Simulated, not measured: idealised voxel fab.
Process module name: voxel wiring stack
Section shown: cut. Width: 280 nm. Cell size: 5 nm, square.
If you're reading a cross-section in this doc, picture square cells in a grid; it comes to you as bands, top ones listed first down to the bottom, and a band can be one or more rows of cells.
What a band's entry tells you: where the top is and where the bottom is, as heights in nm, and after that what lies inside, material by material from left to right, each with its width in nm. Empty space is written as the word "blank", and a single material marked with the word "throughout" occupies the band from edge to edge.
The level at which height equals 0 is the one under which the wafer, as it arrives, is entirely one material. No lower edge exists for the bottom band, which continues downward and is notated as in "from 0 down".
Width: "30 to 40" (first number = top row, second number = bottom row, same change from row to row of cells).
Reading "remains unaltered" for a step: not a cell of the cross-section changed in it.
Heads up: "Sealed cavities" only lists the empty pockets with no open path to the top that are 8 cells or more, and it writes them as width x height at distance, distance from the left edge, in nm.
Step line, after settings: the simulator's comment on this step.
overlay nm: how far to the right of its planned place the mask lay on this masked step (negative: to the left).
## So here's the lineup of process steps we planned
| 1 | RECEIVE with material Si |
| 2 | CONFORMAL_DEP with material SiO2, thk nm 10 |
| 3 | CONFORMAL_DEP with material SiN, thk nm 5 |
| 4 | DIRECTIONAL_DEP with material lowk, thk nm 20 |
| 5 | MASKED_ETCH with tone open, mask id METAL_1, width nm 20, pitch nm 50, etch materials lowk, depth nm 20, overlay nm 0 |
| 6 | MASKED_ETCH with tone open, mask id METAL_1, width nm 20, pitch nm 50, etch materials SiN, depth nm 5, overlay nm 0 |
| 7 | CONFORMAL_DEP with material TiN, thk nm 5 |
| 8 | FILL_DEP with material W, thk nm 10 |
| 9 | CMP with height nm 35 |
| 10 | CONFORMAL_DEP with material SiCN, thk nm 5 |
| 11 | DIRECTIONAL_DEP with material SiO2, thk nm 10 |
| 12 | DIRECTIONAL_DEP with material aC, thk nm 15 |
| 13 | PATTERN with tone open, mask id PLUG_1, material resist, width nm 15, pitch nm 50, thk nm 35, overlay nm 0 |
| 14 | DIRECTIONAL_ETCH with etch materials aC, depth nm 15 |
| 15 | STRIP with etch materials resist |
| 16 | DIRECTIONAL_ETCH with etch materials SiO2, depth nm 10 |
| 17 | DIRECTIONAL_ETCH with etch materials SiCN, depth nm 5 |
| 18 | STRIP with etch materials aC |
| 19 | EPI with material Ru, thk nm 10 |
| 20 | EPI with material Ru, thk nm 5 |
| 21 | DIRECTIONAL_DEP with material TiN, thk nm 5 |
| 22 | DIRECTIONAL_DEP with material Ru, thk nm 25 |
| 23 | DIRECTIONAL_DEP with material aC, thk nm 10 |
| 24 | PATTERN with tone cover, mask id METAL_2, material resist, width nm 20, pitch nm 50, thk nm 25, overlay nm 0 |
| 25 | DIRECTIONAL_ETCH with etch materials aC, depth nm 10 |
| 26 | STRIP with etch materials resist |
| 27 | DIRECTIONAL_ETCH with etch materials Ru, depth nm 25 |
| 28 | DIRECTIONAL_ETCH with etch materials TiN, depth nm 5 |
| 29 | STRIP with etch materials aC |
| 30 | FILL_DEP with material lowk, thk nm 10 |
| 31 | CMP with height nm 80 |
| 32 | CONFORMAL_DEP with material SiN, thk nm 5 |
## The following pertains to the first of two wafers, which was processed as planned
## Cross-section of the wafer as it came to us, i.e., already through step 1
- from 0 down  Si throughout
- Sealed cavities: none
## Sectional view: wafer, after step 2
- from 10 to 0  SiO2 throughout
- Unchanged below 0.
## Sectional view: wafer, after step 3
- from 15 to 10  SiN throughout
- Unchanged below 10.
## Sectional view: wafer, after step 4
- from 35 to 15  lowk throughout
- Unchanged below 15.
## Sectional view: wafer, after step 5
- from 35 to 15  lowk (55) | blank (20) | lowk (30) | blank (20) | lowk (30) | blank (20) | lowk (30) | blank (20) | lowk (55)
- Unchanged below 15.
## Sectional view: wafer, after step 6
- from 35 to 15  lowk (55) | blank (20) | lowk (30) | blank (20) | lowk (30) | blank (20) | lowk (30) | blank (20) | lowk (55)
- from 15 to 10  SiN (55) | blank (20) | SiN (30) | blank (20) | SiN (30) | blank (20) | SiN (30) | blank (20) | SiN (55)
- Unchanged below 10.
## Sectional view: wafer, after step 7
- from 40 to 35  TiN (60) | blank (10) | TiN (40) | blank (10) | TiN (40) | blank (10) | TiN (40) | blank (10) | TiN (60)
- from 35 to 15  lowk (55) | TiN (5) | blank (10) | TiN (5) | lowk (30) | TiN (5) | blank (10) | TiN (5) | lowk (30) | TiN (5) | blank (10) | TiN (5) | lowk (30) | TiN (5) | blank (10) | TiN (5) | lowk (55)
- from 15 to 10  SiN (55) | TiN (20) | SiN (30) | TiN (20) | SiN (30) | TiN (20) | SiN (30) | TiN (20) | SiN (55)
- Unchanged below 10.
## Sectional view: wafer, after step 8
- from 50 to 40  W throughout
- from 40 to 35  TiN (60) | W (10) | TiN (40) | W (10) | TiN (40) | W (10) | TiN (40) | W (10) | TiN (60)
- from 35 to 15  lowk (55) | TiN (5) | W (10) | TiN (5) | lowk (30) | TiN (5) | W (10) | TiN (5) | lowk (30) | TiN (5) | W (10) | TiN (5) | lowk (30) | TiN (5) | W (10) | TiN (5) | lowk (55)
- Unchanged below 15.
## Sectional view: wafer, after step 9
- from 35 to 15  lowk (55) | TiN (5) | W (10) | TiN (5) | lowk (30) | TiN (5) | W (10) | TiN (5) | lowk (30) | TiN (5) | W (10) | TiN (5) | lowk (30) | TiN (5) | W (10) | TiN (5) | lowk (55)
- Unchanged below 15.
## Sectional view: wafer, after step 10
- from 40 to 35  SiCN throughout
- Unchanged below 35.
## Sectional view: wafer, after step 11
- from 50 to 40  SiO2 throughout
- Unchanged below 40.
## Sectional view: wafer, after step 12
- from 65 to 50  aC throughout
- Unchanged below 50.
## Sectional view: wafer, after step 13
- from 100 to 65  resist (55) | blank (15) | resist (35) | blank (15) | resist (35) | blank (15) | resist (35) | blank (15) | resist (60)
- Unchanged below 65.
## Sectional view: wafer, after step 14
- from 85 to 65  resist (55) | blank (15) | resist (35) | blank (15) | resist (35) | blank (15) | resist (35) | blank (15) | resist (60)
- from 65 to 50  aC (55) | blank (15) | aC (35) | blank (15) | aC (35) | blank (15) | aC (35) | blank (15) | aC (60)
- Unchanged below 50.
## Sectional view: wafer, after step 15
- from 65 to 50  aC (55) | blank (15) | aC (35) | blank (15) | aC (35) | blank (15) | aC (35) | blank (15) | aC (60)
- Unchanged below 50.
## Sectional view: wafer, after step 16
- from 65 to 50  aC (55) | blank (15) | aC (35) | blank (15) | aC (35) | blank (15) | aC (35) | blank (15) | aC (60)
- from 50 to 40  SiO2 (55) | blank (15) | SiO2 (35) | blank (15) | SiO2 (35) | blank (15) | SiO2 (35) | blank (15) | SiO2 (60)
- Unchanged below 40.
## Sectional view: wafer, after step 17
- from 65 to 50  aC (55) | blank (15) | aC (35) | blank (15) | aC (35) | blank (15) | aC (35) | blank (15) | aC (60)
- from 50 to 40  SiO2 (55) | blank (15) | SiO2 (35) | blank (15) | SiO2 (35) | blank (15) | SiO2 (35) | blank (15) | SiO2 (60)
- from 40 to 35  SiCN (55) | blank (15) | SiCN (35) | blank (15) | SiCN (35) | blank (15) | SiCN (35) | blank (15) | SiCN (60)
- Unchanged below 35.
## Sectional view: wafer, after step 18
- from 50 to 40  SiO2 (55) | blank (15) | SiO2 (35) | blank (15) | SiO2 (35) | blank (15) | SiO2 (35) | blank (15) | SiO2 (60)
- Unchanged below 40.
## Sectional view: wafer, after step 19
- from 50 to 45  SiO2 (55) | blank (15) | SiO2 (35) | blank (15) | SiO2 (35) | blank (15) | SiO2 (35) | blank (15) | SiO2 (60)
- from 45 to 40  SiO2 (55) | Ru (15) | SiO2 (35) | Ru (15) | SiO2 (35) | Ru (15) | SiO2 (35) | Ru (15) | SiO2 (60)
- from 40 to 35  SiCN (55) | Ru (15) | SiCN (35) | Ru (15) | SiCN (35) | Ru (15) | SiCN (35) | Ru (15) | SiCN (60)
- Unchanged below 35.
## Sectional view: wafer, after step 20
- from 50 to 40  SiO2 (55) | Ru (15) | SiO2 (35) | Ru (15) | SiO2 (35) | Ru (15) | SiO2 (35) | Ru (15) | SiO2 (60)
- Unchanged below 40.
## Sectional view: wafer, after step 21
- from 55 to 50  TiN throughout
- Unchanged below 50.
## Sectional view: wafer, after step 22
- from 80 to 55  Ru throughout
- Unchanged below 55.
## Sectional view: wafer, after step 23
- from 90 to 80  aC throughout
- Unchanged below 80.
## Sectional view: wafer, after step 24
- from 115 to 90  blank (55) | resist (20) | blank (30) | resist (20) | blank (30) | resist (20) | blank (30) | resist (20) | blank (55)
- Unchanged below 90.
## Sectional view: wafer, after step 25
- from 105 to 90  blank (55) | resist (20) | blank (30) | resist (20) | blank (30) | resist (20) | blank (30) | resist (20) | blank (55)
- from 90 to 80  blank (55) | aC (20) | blank (30) | aC (20) | blank (30) | aC (20) | blank (30) | aC (20) | blank (55)
- Unchanged below 80.
## Sectional view: wafer, after step 26
- from 90 to 80  blank (55) | aC (20) | blank (30) | aC (20) | blank (30) | aC (20) | blank (30) | aC (20) | blank (55)
- Unchanged below 80.
## Sectional view: wafer, after step 27
- from 90 to 80  blank (55) | aC (20) | blank (30) | aC (20) | blank (30) | aC (20) | blank (30) | aC (20) | blank (55)
- from 80 to 55  blank (55) | Ru (20) | blank (30) | Ru (20) | blank (30) | Ru (20) | blank (30) | Ru (20) | blank (55)
- Unchanged below 55.
## Sectional view: wafer, after step 28
- from 90 to 80  blank (55) | aC (20) | blank (30) | aC (20) | blank (30) | aC (20) | blank (30) | aC (20) | blank (55)
- from 80 to 55  blank (55) | Ru (20) | blank (30) | Ru (20) | blank (30) | Ru (20) | blank (30) | Ru (20) | blank (55)
- from 55 to 50  blank (55) | TiN (20) | blank (30) | TiN (20) | blank (30) | TiN (20) | blank (30) | TiN (20) | blank (55)
- Unchanged below 50.
## Sectional view: wafer, after step 29
- from 80 to 55  blank (55) | Ru (20) | blank (30) | Ru (20) | blank (30) | Ru (20) | blank (30) | Ru (20) | blank (55)
- Unchanged below 55.
## Sectional view: wafer, after step 30
- from 90 to 80  lowk throughout
- from 80 to 55  lowk (55) | Ru (20) | lowk (30) | Ru (20) | lowk (30) | Ru (20) | lowk (30) | Ru (20) | lowk (55)
- from 55 to 50  lowk (55) | TiN (20) | lowk (30) | TiN (20) | lowk (30) | TiN (20) | lowk (30) | TiN (20) | lowk (55)
- Unchanged below 50.
## Sectional view: wafer, after step 31
- from 80 to 55  lowk (55) | Ru (20) | lowk (30) | Ru (20) | lowk (30) | Ru (20) | lowk (30) | Ru (20) | lowk (55)
- Unchanged below 55.
## Sectional view: wafer, after step 32
- from 85 to 80  SiN throughout
- Unchanged below 80.
## The Second Wafer: Common Origin and Plan, One Mistake in Execution, Identical to the First Through Step 10
## Second wafer, section view, time point: scheduled end of step 11
- from 50 to 40  Ru throughout
- Unchanged below 40.
## Second wafer, section view, time point: scheduled end of step 12
- from 65 to 50  aC throughout
- Unchanged below 50.
## Second wafer, section view, time point: scheduled end of step 13
- from 100 to 65  resist (55) | blank (15) | resist (35) | blank (15) | resist (35) | blank (15) | resist (35) | blank (15) | resist (60)
- Unchanged below 65.
## Second wafer, section view, time point: scheduled end of step 14
- from 85 to 65  resist (55) | blank (15) | resist (35) | blank (15) | resist (35) | blank (15) | resist (35) | blank (15) | resist (60)
- from 65 to 50  aC (55) | blank (15) | aC (35) | blank (15) | aC (35) | blank (15) | aC (35) | blank (15) | aC (60)
- Unchanged below 50.
## Second wafer, section view, time point: scheduled end of step 15
- from 65 to 50  aC (55) | blank (15) | aC (35) | blank (15) | aC (35) | blank (15) | aC (35) | blank (15) | aC (60)
- Unchanged below 50.
Second wafer, section view, time point: scheduled end of step 16: remains unaltered
Second wafer, section view, time point: scheduled end of step 17: remains unaltered
## Second wafer, section view, time point: scheduled end of step 18
- from 50 to 40  Ru throughout
- Unchanged below 40.
## Second wafer, section view, time point: scheduled end of step 19
- from 60 to 40  Ru throughout
- Unchanged below 40.
## Second wafer, section view, time point: scheduled end of step 20
- from 65 to 40  Ru throughout
- Unchanged below 40.
## Second wafer, section view, time point: scheduled end of step 21
- from 70 to 65  TiN throughout
- Unchanged below 65.
## Second wafer, section view, time point: scheduled end of step 22
- from 95 to 70  Ru throughout
- Unchanged below 70.
## Second wafer, section view, time point: scheduled end of step 23
- from 105 to 95  aC throughout
- Unchanged below 95.
## Second wafer, section view, time point: scheduled end of step 24
- from 130 to 105  blank (55) | resist (20) | blank (30) | resist (20) | blank (30) | resist (20) | blank (30) | resist (20) | blank (55)
- Unchanged below 105.
## Second wafer, section view, time point: scheduled end of step 25
- from 120 to 105  blank (55) | resist (20) | blank (30) | resist (20) | blank (30) | resist (20) | blank (30) | resist (20) | blank (55)
- from 105 to 95  blank (55) | aC (20) | blank (30) | aC (20) | blank (30) | aC (20) | blank (30) | aC (20) | blank (55)
- Unchanged below 95.
## Second wafer, section view, time point: scheduled end of step 26
- from 105 to 95  blank (55) | aC (20) | blank (30) | aC (20) | blank (30) | aC (20) | blank (30) | aC (20) | blank (55)
- Unchanged below 95.
## Second wafer, section view, time point: scheduled end of step 27
- from 105 to 95  blank (55) | aC (20) | blank (30) | aC (20) | blank (30) | aC (20) | blank (30) | aC (20) | blank (55)
- from 95 to 70  blank (55) | Ru (20) | blank (30) | Ru (20) | blank (30) | Ru (20) | blank (30) | Ru (20) | blank (55)
- Unchanged below 70.
## Second wafer, section view, time point: scheduled end of step 28
- from 105 to 95  blank (55) | aC (20) | blank (30) | aC (20) | blank (30) | aC (20) | blank (30) | aC (20) | blank (55)
- from 95 to 70  blank (55) | Ru (20) | blank (30) | Ru (20) | blank (30) | Ru (20) | blank (30) | Ru (20) | blank (55)
- from 70 to 65  blank (55) | TiN (20) | blank (30) | TiN (20) | blank (30) | TiN (20) | blank (30) | TiN (20) | blank (55)
- Unchanged below 65.
## Second wafer, section view, time point: scheduled end of step 29
- from 95 to 70  blank (55) | Ru (20) | blank (30) | Ru (20) | blank (30) | Ru (20) | blank (30) | Ru (20) | blank (55)
- Unchanged below 70.
## Second wafer, section view, time point: scheduled end of step 30
- from 105 to 95  lowk throughout
- from 95 to 70  lowk (55) | Ru (20) | lowk (30) | Ru (20) | lowk (30) | Ru (20) | lowk (30) | Ru (20) | lowk (55)
- from 70 to 65  lowk (55) | TiN (20) | lowk (30) | TiN (20) | lowk (30) | TiN (20) | lowk (30) | TiN (20) | lowk (55)
- Unchanged below 65.
## Second wafer, section view, time point: scheduled end of step 31
- from 80 to 70  lowk (55) | Ru (20) | lowk (30) | Ru (20) | lowk (30) | Ru (20) | lowk (30) | Ru (20) | lowk (55)
- Unchanged below 70.
## Second wafer, section view, time point: scheduled end of step 32
- from 85 to 80  SiN throughout
- Unchanged below 80.
Nonconformance to the process plan: it should be noted that step 11 was executed with settings other than those planned, the operation and settings actually applied being DIRECTIONAL_DEP with material Ru, thk nm 10
Wrapping up, a cell-based count of both wafers puts the second over or under the first for these materials: Ru: 196 more; SiCN: 12 more; SiO2: 88 fewer; lowk: 120 fewer
